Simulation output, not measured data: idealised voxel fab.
Documented hereafter: the process module known as voxel wiring stack.
It is cross-section cut that appears here, measuring 170 nm in width, its square cells being 5 nm in size.
The cross-sections in this document take the form of a grid made of square cells. They are written out as bands, in order from top to bottom. Each band consists of one or more rows of cells.
Band entry format. Leading values: height of top, height of bottom, nm. Remainder: materials in left-to-right order, each with its width in nm. Special words: "edge to edge" on a single material, which then fills the band edge to edge; "blank", empty space.
Note: height 0 marks the level under which the wafer is uniformly one material as received. Lowest band unbounded below, written "0 -> down".
The notation "30..40" denotes a width that varies across the rows of cells in the band, beginning at the first number in the top row, finishing at the second number in the bottom row, and changing by an identical amount from each row to the next.
No cell of the cross-section changed in a step that is given as "same as before".
Closed-off voids of 8+ cells (no open route to the top) go in "closed voids", written width x height at distance from the left edge, in nm.
Anything after a step's settings on that line? It's the simulator's own note about the step.
When a step includes a mask, the "overlay nm" setting on its line states how far to the right of its planned place that mask lay, and negative values state how far to the left.

PLANNED STEP LIST FOR THE PROCESS
1,op RECEIVE | material Si
2,op CONFORMAL_DEP | material SiO2 | thk nm 15
3,op DIRECTIONAL_DEP | material TiN | thk nm 5
4,op DIRECTIONAL_DEP | material W | thk nm 25
5,op MASKED_ETCH | tone cover | mask id METAL_1 | width nm 30 | pitch nm 45 | etch materials W | depth nm 25 | overlay nm 0
6,op MASKED_ETCH | tone cover | mask id METAL_1 | width nm 30 | pitch nm 45 | etch materials TiN | depth nm 5 | overlay nm 0
7,op CONFORMAL_DEP | material SiCN | thk nm 5
8,op FILL_DEP | material SiO2 | thk nm 5
9,op CMP | height nm 45
10,op CONFORMAL_DEP | material SiCN | thk nm 5
11,op DIRECTIONAL_DEP | material SiO2 | thk nm 30
12,op DIRECTIONAL_DEP | material aC | thk nm 15
13,op PATTERN | tone open | mask id METAL_2_HOLES | material resist | width nm 15 | pitch nm 90 | thk nm 35 | overlay nm 0
14,op DIRECTIONAL_ETCH | etch materials aC | depth nm 15
15,op STRIP | etch materials resist
16,op DIRECTIONAL_ETCH | etch materials SiO2 | depth nm 30
17,op STRIP | etch materials aC
18,op PATTERN | tone open | mask id METAL_2 | material resist | width nm 30 | pitch nm 45 | thk nm 15 | overlay nm 0
19,op DIRECTIONAL_ETCH | etch materials SiO2 | depth nm 15
20,op DIRECTIONAL_ETCH | etch materials SiCN | depth nm 5
21,op STRIP | etch materials resist
22,op CONFORMAL_DEP | material TiN | thk nm 5
23,op FILL_DEP | material Ru | thk nm 10
24,op CMP | height nm 80
25,op CONFORMAL_DEP | material SiCN | thk nm 5

FIRST WAFER OUT OF TWO, PROCESSED AS PLANNED

CROSS-SECTION OF THE WAFER AS IT CAME TO US, I.E., ALREADY THROUGH STEP 1
	0 -> down: Si edge to edge
	closed voids: none

HOW THE WAFER STANDS IN SECTION AFTER STEP 2
	15 -> 0: SiO2 edge to edge
	At heights below 0, the structure remains unaltered.

HOW THE WAFER STANDS IN SECTION AFTER STEP 3
	20 -> 15: TiN edge to edge
	At heights below 15, the structure remains unaltered.

HOW THE WAFER STANDS IN SECTION AFTER STEP 4
	45 -> 20: W edge to edge
	At heights below 20, the structure remains unaltered.

HOW THE WAFER STANDS IN SECTION AFTER STEP 5
	45 -> 20: blank: 25, then W: 30, then blank: 15, then W: 30, then blank: 15, then W: 30, then blank: 25
	At heights below 20, the structure remains unaltered.

HOW THE WAFER STANDS IN SECTION AFTER STEP 6
	45 -> 20: blank: 25, then W: 30, then blank: 15, then W: 30, then blank: 15, then W: 30, then blank: 25
	20 -> 15: blank: 25, then TiN: 30, then blank: 15, then TiN: 30, then blank: 15, then TiN: 30, then blank: 25
	At heights below 15, the structure remains unaltered.

HOW THE WAFER STANDS IN SECTION AFTER STEP 7
	50 -> 45: blank: 20, then SiCN: 40, then blank: 5, then SiCN: 40, then blank: 5, then SiCN: 40, then blank: 20
	45 -> 20: blank: 20, then SiCN: 5, then W: 30, then SiCN: 5, then blank: 5, then SiCN: 5, then W: 30, then SiCN: 5, then blank: 5, then SiCN: 5, then W: 30, then SiCN: 5, then blank: 20
	20 -> 15: SiCN: 25, then TiN: 30, then SiCN: 15, then TiN: 30, then SiCN: 15, then TiN: 30, then SiCN: 25
	At heights below 15, the structure remains unaltered.

HOW THE WAFER STANDS IN SECTION AFTER STEP 8
	55 -> 50: SiO2 edge to edge
	50 -> 45: SiO2: 20, then SiCN: 40, then SiO2: 5, then SiCN: 40, then SiO2: 5, then SiCN: 40, then SiO2: 20
	45 -> 20: SiO2: 20, then SiCN: 5, then W: 30, then SiCN: 5, then SiO2: 5, then SiCN: 5, then W: 30, then SiCN: 5, then SiO2: 5, then SiCN: 5, then W: 30, then SiCN: 5, then SiO2: 20
	At heights below 20, the structure remains unaltered.

HOW THE WAFER STANDS IN SECTION AFTER STEP 9
	45 -> 20: SiO2: 20, then SiCN: 5, then W: 30, then SiCN: 5, then SiO2: 5, then SiCN: 5, then W: 30, then SiCN: 5, then SiO2: 5, then SiCN: 5, then W: 30, then SiCN: 5, then SiO2: 20
	At heights below 20, the structure remains unaltered.

HOW THE WAFER STANDS IN SECTION AFTER STEP 10
	50 -> 45: SiCN edge to edge
	At heights below 45, the structure remains unaltered.

HOW THE WAFER STANDS IN SECTION AFTER STEP 11
	80 -> 50: SiO2 edge to edge
	At heights below 50, the structure remains unaltered.

HOW THE WAFER STANDS IN SECTION AFTER STEP 12
	95 -> 80: aC edge to edge
	At heights below 80, the structure remains unaltered.

HOW THE WAFER STANDS IN SECTION AFTER STEP 13
	130 -> 95: resist: 25, then blank: 15, then resist: 75, then blank: 15, then resist: 40
	At heights below 95, the structure remains unaltered.

HOW THE WAFER STANDS IN SECTION AFTER STEP 14
	115 -> 95: resist: 25, then blank: 15, then resist: 75, then blank: 15, then resist: 40
	95 -> 80: aC: 25, then blank: 15, then aC: 75, then blank: 15, then aC: 40
	At heights below 80, the structure remains unaltered.

HOW THE WAFER STANDS IN SECTION AFTER STEP 15
	95 -> 80: aC: 25, then blank: 15, then aC: 75, then blank: 15, then aC: 40
	At heights below 80, the structure remains unaltered.

HOW THE WAFER STANDS IN SECTION AFTER STEP 16
	95 -> 80: aC: 25, then blank: 15, then aC: 75, then blank: 15, then aC: 40
	80 -> 50: SiO2: 25, then blank: 15, then SiO2: 75, then blank: 15, then SiO2: 40
	At heights below 50, the structure remains unaltered.

HOW THE WAFER STANDS IN SECTION AFTER STEP 17
	80 -> 50: SiO2: 25, then blank: 15, then SiO2: 75, then blank: 15, then SiO2: 40
	At heights below 50, the structure remains unaltered.

HOW THE WAFER STANDS IN SECTION AFTER STEP 18
	95 -> 80: resist: 25, then blank: 30, then resist: 15, then blank: 30, then resist: 15, then blank: 30, then resist: 25
	At heights below 80, the structure remains unaltered.

HOW THE WAFER STANDS IN SECTION AFTER STEP 19
	95 -> 80: resist: 25, then blank: 30, then resist: 15, then blank: 30, then resist: 15, then blank: 30, then resist: 25
	80 -> 65: SiO2: 25, then blank: 30, then SiO2: 15, then blank: 30, then SiO2: 15, then blank: 30, then SiO2: 25
	At heights below 65, the structure remains unaltered.

HOW THE WAFER STANDS IN SECTION AFTER STEP 20
	95 -> 80: resist: 25, then blank: 30, then resist: 15, then blank: 30, then resist: 15, then blank: 30, then resist: 25
	80 -> 65: SiO2: 25, then blank: 30, then SiO2: 15, then blank: 30, then SiO2: 15, then blank: 30, then SiO2: 25
	65 -> 50: SiO2: 25, then blank: 15, then SiO2: 75, then blank: 15, then SiO2: 40
	50 -> 45: SiCN: 25, then blank: 15, then SiCN: 75, then blank: 15, then SiCN: 40
	At heights below 45, the structure remains unaltered.

HOW THE WAFER STANDS IN SECTION AFTER STEP 21
	80 -> 65: SiO2: 25, then blank: 30, then SiO2: 15, then blank: 30, then SiO2: 15, then blank: 30, then SiO2: 25
	At heights below 65, the structure remains unaltered.

HOW THE WAFER STANDS IN SECTION AFTER STEP 22
	85 -> 80: TiN: 30, then blank: 20, then TiN: 25, then blank: 20, then TiN: 25, then blank: 20, then TiN: 30
	80 -> 70: SiO2: 25, then TiN: 5, then blank: 20, then TiN: 5, then SiO2: 15, then TiN: 5, then blank: 20, then TiN: 5, then SiO2: 15, then TiN: 5, then blank: 20, then TiN: 5, then SiO2: 25
	70 -> 65: SiO2: 25, then TiN: 5, then blank: 5, then TiN: 20, then SiO2: 15, then TiN: 30, then SiO2: 15, then TiN: 5, then blank: 5, then TiN: 20, then SiO2: 25
	65 -> 50: SiO2: 25, then TiN: 5, then blank: 5, then TiN: 5, then SiO2: 75, then TiN: 5, then blank: 5, then TiN: 5, then SiO2: 40
	50 -> 45: SiCN: 25, then TiN: 15, then SiCN: 75, then TiN: 15, then SiCN: 40
	At heights below 45, the structure remains unaltered.

HOW THE WAFER STANDS IN SECTION AFTER STEP 23
	95 -> 85: Ru edge to edge
	85 -> 80: TiN: 30, then Ru: 20, then TiN: 25, then Ru: 20, then TiN: 25, then Ru: 20, then TiN: 30
	80 -> 70: SiO2: 25, then TiN: 5, then Ru: 20, then TiN: 5, then SiO2: 15, then TiN: 5, then Ru: 20, then TiN: 5, then SiO2: 15, then TiN: 5, then Ru: 20, then TiN: 5, then SiO2: 25
	70 -> 65: SiO2: 25, then TiN: 5, then Ru: 5, then TiN: 20, then SiO2: 15, then TiN: 30, then SiO2: 15, then TiN: 5, then Ru: 5, then TiN: 20, then SiO2: 25
	65 -> 50: SiO2: 25, then TiN: 5, then Ru: 5, then TiN: 5, then SiO2: 75, then TiN: 5, then Ru: 5, then TiN: 5, then SiO2: 40
	At heights below 50, the structure remains unaltered.

HOW THE WAFER STANDS IN SECTION AFTER STEP 24
	80 -> 70: SiO2: 25, then TiN: 5, then Ru: 20, then TiN: 5, then SiO2: 15, then TiN: 5, then Ru: 20, then TiN: 5, then SiO2: 15, then TiN: 5, then Ru: 20, then TiN: 5, then SiO2: 25
	At heights below 70, the structure remains unaltered.

HOW THE WAFER STANDS IN SECTION AFTER STEP 25
	85 -> 80: SiCN edge to edge
	At heights below 80, the structure remains unaltered.

THE SECOND WAFER: IDENTICAL TO THE FIRST AT THE OUTSET AND IN ITS PLANNED SEQUENCE, DIFFERING ONLY IN THAT ONE MISTAKE WAS MADE DURING PROCESSING; UP TO AND INCLUDING STEP 12, ITS PATH IS THE FIRST WAFER'S PATH

X-SECTION, SECOND WAFER, WHEN STEP 13 WAS DUE TO FINISH
	130 -> 95: resist: 25, then blank: 20, then resist: 70, then blank: 20, then resist: 35
	At heights below 95, the structure remains unaltered.

X-SECTION, SECOND WAFER, WHEN STEP 14 WAS DUE TO FINISH
	115 -> 95: resist: 25, then blank: 20, then resist: 70, then blank: 20, then resist: 35
	95 -> 80: aC: 25, then blank: 20, then aC: 70, then blank: 20, then aC: 35
	At heights below 80, the structure remains unaltered.

X-SECTION, SECOND WAFER, WHEN STEP 15 WAS DUE TO FINISH
	95 -> 80: aC: 25, then blank: 20, then aC: 70, then blank: 20, then aC: 35
	At heights below 80, the structure remains unaltered.

X-SECTION, SECOND WAFER, WHEN STEP 16 WAS DUE TO FINISH
	95 -> 80: aC: 25, then blank: 20, then aC: 70, then blank: 20, then aC: 35
	80 -> 50: SiO2: 25, then blank: 20, then SiO2: 70, then blank: 20, then SiO2: 35
	At heights below 50, the structure remains unaltered.

X-SECTION, SECOND WAFER, WHEN STEP 17 WAS DUE TO FINISH
	80 -> 50: SiO2: 25, then blank: 20, then SiO2: 70, then blank: 20, then SiO2: 35
	At heights below 50, the structure remains unaltered.

X-SECTION, SECOND WAFER, WHEN STEP 18 WAS DUE TO FINISH
	95 -> 80: resist: 25, then blank: 30, then resist: 15, then blank: 30, then resist: 15, then blank: 30, then resist: 25
	At heights below 80, the structure remains unaltered.

X-SECTION, SECOND WAFER, WHEN STEP 19 WAS DUE TO FINISH
	95 -> 80: resist: 25, then blank: 30, then resist: 15, then blank: 30, then resist: 15, then blank: 30, then resist: 25
	80 -> 65: SiO2: 25, then blank: 30, then SiO2: 15, then blank: 30, then SiO2: 15, then blank: 30, then SiO2: 25
	At heights below 65, the structure remains unaltered.

X-SECTION, SECOND WAFER, WHEN STEP 20 WAS DUE TO FINISH
	95 -> 80: resist: 25, then blank: 30, then resist: 15, then blank: 30, then resist: 15, then blank: 30, then resist: 25
	80 -> 65: SiO2: 25, then blank: 30, then SiO2: 15, then blank: 30, then SiO2: 15, then blank: 30, then SiO2: 25
	65 -> 50: SiO2: 25, then blank: 20, then SiO2: 70, then blank: 20, then SiO2: 35
	50 -> 45: SiCN: 25, then blank: 20, then SiCN: 70, then blank: 20, then SiCN: 35
	At heights below 45, the structure remains unaltered.

X-SECTION, SECOND WAFER, WHEN STEP 21 WAS DUE TO FINISH
	80 -> 65: SiO2: 25, then blank: 30, then SiO2: 15, then blank: 30, then SiO2: 15, then blank: 30, then SiO2: 25
	At heights below 65, the structure remains unaltered.

X-SECTION, SECOND WAFER, WHEN STEP 22 WAS DUE TO FINISH
	85 -> 80: TiN: 30, then blank: 20, then TiN: 25, then blank: 20, then TiN: 25, then blank: 20, then TiN: 30
	80 -> 70: SiO2: 25, then TiN: 5, then blank: 20, then TiN: 5, then SiO2: 15, then TiN: 5, then blank: 20, then TiN: 5, then SiO2: 15, then TiN: 5, then blank: 20, then TiN: 5, then SiO2: 25
	70 -> 65: SiO2: 25, then TiN: 5, then blank: 10, then TiN: 15, then SiO2: 15, then TiN: 30, then SiO2: 15, then TiN: 5, then blank: 10, then TiN: 15, then SiO2: 25
	65 -> 50: SiO2: 25, then TiN: 5, then blank: 10, then TiN: 5, then SiO2: 70, then TiN: 5, then blank: 10, then TiN: 5, then SiO2: 35
	50 -> 45: SiCN: 25, then TiN: 20, then SiCN: 70, then TiN: 20, then SiCN: 35
	At heights below 45, the structure remains unaltered.

X-SECTION, SECOND WAFER, WHEN STEP 23 WAS DUE TO FINISH
	95 -> 85: Ru edge to edge
	85 -> 80: TiN: 30, then Ru: 20, then TiN: 25, then Ru: 20, then TiN: 25, then Ru: 20, then TiN: 30
	80 -> 70: SiO2: 25, then TiN: 5, then Ru: 20, then TiN: 5, then SiO2: 15, then TiN: 5, then Ru: 20, then TiN: 5, then SiO2: 15, then TiN: 5, then Ru: 20, then TiN: 5, then SiO2: 25
	70 -> 65: SiO2: 25, then TiN: 5, then Ru: 10, then TiN: 15, then SiO2: 15, then TiN: 30, then SiO2: 15, then TiN: 5, then Ru: 10, then TiN: 15, then SiO2: 25
	65 -> 50: SiO2: 25, then TiN: 5, then Ru: 10, then TiN: 5, then SiO2: 70, then TiN: 5, then Ru: 10, then TiN: 5, then SiO2: 35
	At heights below 50, the structure remains unaltered.

X-SECTION, SECOND WAFER, WHEN STEP 24 WAS DUE TO FINISH
	80 -> 70: SiO2: 25, then TiN: 5, then Ru: 20, then TiN: 5, then SiO2: 15, then TiN: 5, then Ru: 20, then TiN: 5, then SiO2: 15, then TiN: 5, then Ru: 20, then TiN: 5, then SiO2: 25
	At heights below 70, the structure remains unaltered.

X-SECTION, SECOND WAFER, WHEN STEP 25 WAS DUE TO FINISH
	85 -> 80: SiCN edge to edge
	At heights below 80, the structure remains unaltered.
What broke from the plan during processing? in deviation from the planned setting, step 13 was conducted as op PATTERN | tone open | mask id METAL_2_HOLES | material resist | width nm 20 | pitch nm 90 | thk nm 35 | overlay nm 0
Heads up, by the end the second wafer has more or fewer cells of some materials compared to the first: 8 more of Ru | 2 fewer of SiCN | 6 fewer of SiO2
